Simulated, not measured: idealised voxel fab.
This is a process module. Its name is voxel ribs on slabs.
The figure presents cross-section cut, which has a width of 290 nm and is divided into square cells with an edge length of 5 nm.
Format of a cross-section: grid, square cells. Given as bands. Order: top down. Band: one or more rows of cells.
Look at the band entry: it leads with the top's height and the bottom's height in nm. Then it lists the materials left to right, with a width in nm for each. The word "everywhere" on a single material says that material fills the band edge to edge. The word "air" is empty space.
Ref level 0: as-received wafer is one material below here. Bottom band extends down with no lower bound ("0 down").
A width such as "30->40" changes by the same amount from each row of cells to the next, from the band's top row to its bottom row.
Any step labelled "everything unchanged" changed none of the cells in the cross-section.
You'll see "Closed void roster" listing empty spaces that have no way open to the top, as long as they're 8 cells or more; the notation is width x height at distance, where the distance is from the left edge, and all of it is in nm.
Anything after a step's settings on that line? It's the simulator's own note about the step.
overlay nm, on a step with a mask: how far to the right of its planned place the mask lay; to the left if negative
Process steps foreseen in the plan
1) RECEIVE [material Si]
2) DIRECTIONAL_DEP [material SiO2] [thk nm 30]
3) DIRECTIONAL_DEP [material polySi] [thk nm 20]
4) DIRECTIONAL_DEP [material aC] [thk nm 15]
5) PATTERN [tone cover] [mask id RIB] [material resist] [width nm 25] [thk nm 30] [overlay nm 0]
6) DIRECTIONAL_ETCH [etch materials aC] [depth nm 15]
7) STRIP [etch materials resist]
8) DIRECTIONAL_ETCH [etch materials polySi] [depth nm 10]
9) STRIP [etch materials aC]
10) MASKED_ETCH [tone cover] [mask id SLAB] [width nm 65] [etch materials polySi] [depth nm 10] [overlay nm 0]
11) FILL_DEP [material SiO2] [thk nm 30]
12) CMP [height nm 70]
13) DIRECTIONAL_DEP [material W] [thk nm 10]
14) DIRECTIONAL_DEP [material aC] [thk nm 15]
15) PATTERN [tone cover] [mask id HEATER] [material resist] [width nm 35] [thk nm 35] [overlay nm 0]
16) DIRECTIONAL_ETCH [etch materials aC] [depth nm 15]
17) STRIP [etch materials resist]
18) DIRECTIONAL_ETCH [etch materials W] [depth nm 10]
19) STRIP [etch materials aC]
20) CONFORMAL_DEP [material SiO2] [thk nm 10]
Cross-section, incoming material, after step 1
0 down  Si everywhere
Closed void roster: none
Result of the module, cross-sectioned: start per above, plan per above, one error in how it was run
90 to 80  air=110, then SiO2=55, then air=125
80 to 70  SiO2=120, then W=35, then SiO2=135
70 to 50  SiO2 everywhere
50 to 40  SiO2=130, then polySi=25, then SiO2=135
40 to 30  SiO2=110, then polySi=65, then SiO2=115
30 to 0  SiO2 everywhere
0 down  Si everywhere
Closed void roster: none
Diagnosis: in deviation from the planned setting, step 15 was conducted as PATTERN [tone cover] [mask id HEATER] [material resist] [width nm 35] [thk nm 35] [overlay nm -5]
